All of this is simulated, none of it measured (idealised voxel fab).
Documented hereafter: the process module known as voxel transistor to metal.
The figure presents cross-section cut, which has a width of 295 nm and is divided into square cells with an edge length of 5 nm.
If you're reading a cross-section in this doc, picture square cells in a grid; it comes to you as bands, top ones listed first down to the bottom, and a band can be one or more rows of cells. The band entry comprises the height of the band's top followed by the height of its bottom, expressed in nm, and subsequently the band's materials from left to right, each stated together with its width in nm. Where a single material is marked with the word "full width", that material fills the band from edge to edge. The word "blank" represents empty space. Note: height 0 marks the level under which the wafer is uniformly one material as received. Lowest band unbounded below, written "0 nm and below". Width "30..40": first value at the band's top row of cells, second value at its bottom row, equal change from row to row. Step marked "nothing changed"? Then no cell in the cross-section changed in it. The entry titled "Enclosed cavity list" provides the empty spaces that have no open way to the top, restricted to those of 8 cells or more. Each is presented as width x height at distance, the distance being measured from the left edge, with all three in nm. Heads up: the bit after the settings on a step's line is the simulator's remark on that step. Each step line may optionally specify "overlay nm", which for a step with a mask gives the rightward distance between the mask's planned place and where it lay, a negative value indicating the leftward direction.

HERE'S WHAT THE PLANNED PROCESS STEPS LOOK LIKE
- 1: RECEIVE: material Si
- 2: CONFORMAL_DEP: material SiO2, thk nm 5
- 3: CONFORMAL_DEP: material SiN, thk nm 15
- 4: MASKED_ETCH: tone cover, mask id ACTIVE, width nm 110, pitch nm 130, etch materials SiN, depth nm 15, overlay nm 0
- 5: MASKED_ETCH: tone cover, mask id ACTIVE, width nm 110, pitch nm 130, etch materials SiO2, depth nm 5, overlay nm 0
- 6: MASKED_ETCH: tone cover, mask id ACTIVE, width nm 110, pitch nm 130, etch materials Si, depth nm 30, overlay nm 0
- 7: FILL_DEP: material SiO2, thk nm 10
- 8: CMP: height nm 20
- 9: SELECTIVE_ETCH: etch materials SiO2, depth nm 15
- 10: STRIP: etch materials SiN
- 11: SELECTIVE_ETCH: etch materials SiO2, depth nm 5
- 12: OXIDIZE: depth nm 5
- 13: DIRECTIONAL_DEP: material polySi, thk nm 30
- 14: DIRECTIONAL_DEP: material SiCN, thk nm 10
- 15: DIRECTIONAL_DEP: material aC, thk nm 10
- 16: PATTERN: tone cover, mask id GATE, material resist, width nm 20, pitch nm 130, thk nm 25, overlay nm 0
- 17: DIRECTIONAL_ETCH: etch materials aC, depth nm 10
- 18: STRIP: etch materials resist
- 19: DIRECTIONAL_ETCH: etch materials SiCN, depth nm 20
- 20: DIRECTIONAL_ETCH: etch materials polySi, depth nm 40
- 21: STRIP: etch materials aC
- 22: CONFORMAL_DEP: material SiO2, thk nm 5
- 23: DIRECTIONAL_ETCH: etch materials SiO2, depth nm 5
- 24: CONFORMAL_DEP: material SiN, thk nm 5
- 25: DIRECTIONAL_ETCH: etch materials SiN, depth nm 5
- 26: DIRECTIONAL_ETCH: etch materials SiO2, depth nm 5
- 27: EPI: material SiGe, thk nm 5
- 28: FILL_DEP: material SiO2, thk nm 5
- 29: CMP: height nm 40
- 30: DIRECTIONAL_DEP: material SiO2, thk nm 15
- 31: DIRECTIONAL_DEP: material aC, thk nm 10
- 32: PATTERN: tone open, mask id CONTACT, material resist, width nm 20, thk nm 30, overlay nm 0
- 33: DIRECTIONAL_ETCH: etch materials aC, depth nm 10
- 34: STRIP: etch materials resist
- 35: DIRECTIONAL_ETCH: etch materials SiO2, depth nm 55
- 36: STRIP: etch materials aC
- 37: CONFORMAL_DEP: material TiN, thk nm 5
- 38: FILL_DEP: material Ru, thk nm 5
- 39: CMP: height nm 55
- 40: CONFORMAL_DEP: material SiN, thk nm 5
- 41: DIRECTIONAL_DEP: material lowk, thk nm 25
- 42: DIRECTIONAL_DEP: material aC, thk nm 15
- 43: PATTERN: tone open, mask id METAL_1, material resist, width nm 20, thk nm 35, overlay nm 0
- 44: DIRECTIONAL_ETCH: etch materials aC, depth nm 15
- 45: STRIP: etch materials resist
- 46: DIRECTIONAL_ETCH: etch materials lowk, depth nm 25
- 47: DIRECTIONAL_ETCH: etch materials SiN, depth nm 5
- 48: STRIP: etch materials aC
- 49: CONFORMAL_DEP: material TiN, thk nm 5
- 50: FILL_DEP: material W, thk nm 10
- 51: CMP: height nm 85
- 52: EPI: material Ru, thk nm 5
- 53: FILL_DEP: material SiCN, thk nm 5
- 54: DIRECTIONAL_DEP: material SiO2, thk nm 25
- 55: DIRECTIONAL_DEP: material aC, thk nm 10
- 56: PATTERN: tone open, mask id METAL_2, material resist, width nm 20, pitch nm 130, thk nm 25, overlay nm 0
- 57: DIRECTIONAL_ETCH: etch materials aC, depth nm 10
- 58: STRIP: etch materials resist
- 59: DIRECTIONAL_ETCH: etch materials SiO2, depth nm 15
- 60: STRIP: etch materials aC
- 61: DIRECTIONAL_DEP: material aC, thk nm 10
- 62: PATTERN: tone open, mask id METAL_2_HOLES, material resist, width nm 15, pitch nm 130, thk nm 25, overlay nm 0
- 63: DIRECTIONAL_ETCH: etch materials aC, depth nm 10
- 64: STRIP: etch materials resist
- 65: DIRECTIONAL_ETCH: etch materials SiO2, depth nm 10
- 66: DIRECTIONAL_ETCH: etch materials SiCN, depth nm 5
- 67: STRIP: etch materials aC
- 68: CONFORMAL_DEP: material TiN, thk nm 5
- 69: FILL_DEP: material Cu, thk nm 10
- 70: CMP: height nm 120
- 71: CONFORMAL_DEP: material SiCN, thk nm 5

INCOMING WAFER IN CROSS-SECTION (STATE: AFTER STEP 1)
    0 nm and below = Si full width
    Enclosed cavity list: none

CROSS-SECTION: FIRST OF TWO WAFERS, MODULE FINISHED, RUN ACCORDING TO PLAN
    125 nm to 120 nm = SiCN full width
    120 nm to 110 nm = SiO2: 30 / TiN: 5 / Cu: 10 / TiN: 5 / SiO2: 110 / TiN: 5 / Cu: 10 / TiN: 5 / SiO2: 115
    110 nm to 105 nm = SiO2: 30 / TiN: 5 / Cu: 5 / TiN: 10 / SiO2: 110 / TiN: 5 / Cu: 5 / TiN: 10 / SiO2: 115
    105 nm to 95 nm = SiO2: 30 / TiN: 5 / Cu: 5 / TiN: 5 / SiO2: 115 / TiN: 5 / Cu: 5 / TiN: 5 / SiO2: 120
    95 nm to 90 nm = SiCN: 30 / TiN: 15 / SiCN: 115 / TiN: 15 / SiCN: 120
    90 nm to 85 nm = SiCN: 25 / Ru: 30 / SiCN: 50 / Ru: 30 / SiCN: 20 / Ru: 30 / SiCN: 50 / Ru: 30 / SiCN: 30
    85 nm to 60 nm = lowk: 30 / TiN: 5 / W: 10 / TiN: 5 / lowk: 60 / TiN: 5 / W: 10 / TiN: 5 / lowk: 30 / TiN: 5 / W: 10 / TiN: 5 / lowk: 60 / TiN: 5 / W: 10 / TiN: 5 / lowk: 35
    60 nm to 55 nm = SiN: 30 / TiN: 20 / SiN: 60 / TiN: 20 / SiN: 30 / TiN: 20 / SiN: 60 / TiN: 20 / SiN: 35
    55 nm to 40 nm = SiO2: 30 / TiN: 5 / Ru: 10 / TiN: 5 / SiO2: 60 / TiN: 5 / Ru: 10 / TiN: 5 / SiO2: 30 / TiN: 5 / Ru: 10 / TiN: 5 / SiO2: 60 / TiN: 5 / Ru: 10 / TiN: 5 / SiO2: 35
    40 nm to 30 nm = SiO2: 30 / TiN: 5 / Ru: 10 / TiN: 5 / SiO2: 10 / SiN: 5 / SiO2: 5 / SiCN: 20 / SiO2: 5 / SiN: 5 / SiO2: 10 / TiN: 5 / Ru: 10 / TiN: 5 / SiO2: 30 / TiN: 5 / Ru: 10 / TiN: 5 / SiO2: 10 / SiN: 5 / SiO2: 5 / SiCN: 20 / SiO2: 5 / SiN: 5 / SiO2: 10 / TiN: 5 / Ru: 10 / TiN: 5 / SiO2: 35
    30 nm to 5 nm = SiO2: 30 / TiN: 5 / Ru: 10 / TiN: 5 / SiO2: 10 / SiN: 5 / SiO2: 5 / polySi: 20 / SiO2: 5 / SiN: 5 / SiO2: 10 / TiN: 5 / Ru: 10 / TiN: 5 / SiO2: 30 / TiN: 5 / Ru: 10 / TiN: 5 / SiO2: 10 / SiN: 5 / SiO2: 5 / polySi: 20 / SiO2: 5 / SiN: 5 / SiO2: 10 / TiN: 5 / Ru: 10 / TiN: 5 / SiO2: 35
    5 nm to 0 nm = SiO2: 30 / TiN: 20 / SiO2: 10 / SiN: 5 / SiO2: 5 / polySi: 20 / SiO2: 5 / SiN: 5 / SiO2: 10 / TiN: 20 / SiO2: 30 / TiN: 20 / SiO2: 10 / SiN: 5 / SiO2: 5 / polySi: 20 / SiO2: 5 / SiN: 5 / SiO2: 10 / TiN: 20 / SiO2: 35
    0 nm to -5 nm = SiO2: 20 / SiGe: 40 / SiO2: 40 / SiGe: 40 / SiO2: 10 / SiGe: 40 / SiO2: 40 / SiGe: 40 / SiO2: 25
    -5 nm to -30 nm = SiO2: 25 / Si: 110 / SiO2: 20 / Si: 110 / SiO2: 30
    -30 nm and below = Si full width
    Enclosed cavity list: none

SAME START, SAME PLAN AS THE FIRST WAFER - BUT ONE MISTAKE IN THE RUN. CROSS-SECTION OF THE SECOND OF THE TWO AT THE END OF THE MODULE
    125 nm to 120 nm = SiCN full width
    120 nm to 110 nm = SiO2: 30 / TiN: 5 / Cu: 10 / TiN: 5 / SiO2: 110 / TiN: 5 / Cu: 10 / TiN: 5 / SiO2: 115
    110 nm to 105 nm = SiO2: 30 / TiN: 5 / Cu: 5 / TiN: 10 / SiO2: 110 / TiN: 5 / Cu: 5 / TiN: 10 / SiO2: 115
    105 nm to 95 nm = SiO2: 30 / TiN: 5 / Cu: 5 / TiN: 5 / SiO2: 115 / TiN: 5 / Cu: 5 / TiN: 5 / SiO2: 120
    95 nm to 90 nm = SiCN: 30 / TiN: 15 / SiCN: 115 / TiN: 15 / SiCN: 120
    90 nm to 85 nm = Ru: 35 / SiCN: 10 / Ru: 70 / SiCN: 10 / Ru: 40 / SiCN: 10 / Ru: 70 / SiCN: 10 / Ru: 40
    85 nm to 60 nm = W: 25 / TiN: 5 / lowk: 20 / TiN: 5 / W: 50 / TiN: 5 / lowk: 20 / TiN: 5 / W: 20 / TiN: 5 / lowk: 20 / TiN: 5 / W: 50 / TiN: 5 / lowk: 20 / TiN: 5 / W: 30
    60 nm to 55 nm = TiN: 30 / SiN: 20 / TiN: 60 / SiN: 20 / TiN: 30 / SiN: 20 / TiN: 60 / SiN: 20 / TiN: 35
    55 nm to 40 nm = SiO2: 30 / TiN: 5 / Ru: 10 / TiN: 5 / SiO2: 60 / TiN: 5 / Ru: 10 / TiN: 5 / SiO2: 30 / TiN: 5 / Ru: 10 / TiN: 5 / SiO2: 60 / TiN: 5 / Ru: 10 / TiN: 5 / SiO2: 35
    40 nm to 30 nm = SiO2: 30 / TiN: 5 / Ru: 10 / TiN: 5 / SiO2: 10 / SiN: 5 / SiO2: 5 / SiCN: 20 / SiO2: 5 / SiN: 5 / SiO2: 10 / TiN: 5 / Ru: 10 / TiN: 5 / SiO2: 30 / TiN: 5 / Ru: 10 / TiN: 5 / SiO2: 10 / SiN: 5 / SiO2: 5 / SiCN: 20 / SiO2: 5 / SiN: 5 / SiO2: 10 / TiN: 5 / Ru: 10 / TiN: 5 / SiO2: 35
    30 nm to 5 nm = SiO2: 30 / TiN: 5 / Ru: 10 / TiN: 5 / SiO2: 10 / SiN: 5 / SiO2: 5 / polySi: 20 / SiO2: 5 / SiN: 5 / SiO2: 10 / TiN: 5 / Ru: 10 / TiN: 5 / SiO2: 30 / TiN: 5 / Ru: 10 / TiN: 5 / SiO2: 10 / SiN: 5 / SiO2: 5 / polySi: 20 / SiO2: 5 / SiN: 5 / SiO2: 10 / TiN: 5 / Ru: 10 / TiN: 5 / SiO2: 35
    5 nm to 0 nm = SiO2: 30 / TiN: 20 / SiO2: 10 / SiN: 5 / SiO2: 5 / polySi: 20 / SiO2: 5 / SiN: 5 / SiO2: 10 / TiN: 20 / SiO2: 30 / TiN: 20 / SiO2: 10 / SiN: 5 / SiO2: 5 / polySi: 20 / SiO2: 5 / SiN: 5 / SiO2: 10 / TiN: 20 / SiO2: 35
    0 nm to -5 nm = SiO2: 20 / SiGe: 40 / SiO2: 40 / SiGe: 40 / SiO2: 10 / SiGe: 40 / SiO2: 40 / SiGe: 40 / SiO2: 25
    -5 nm to -30 nm = SiO2: 25 / Si: 110 / SiO2: 20 / Si: 110 / SiO2: 30
    -30 nm and below = Si full width
    Enclosed cavity list: none
Short version of what went wrong: step 43 went in with a setting other than planned; the actual run was PATTERN: tone cover, mask id METAL_1, material resist, width nm 20, thk nm 35, overlay nm 0
Final comparison by cell count, materials where the second wafer has more or fewer than the first: Ru: 27 more; SiCN: 27 fewer; SiN: 27 fewer; TiN: 27 more; W: 135 more; lowk: 135 fewer
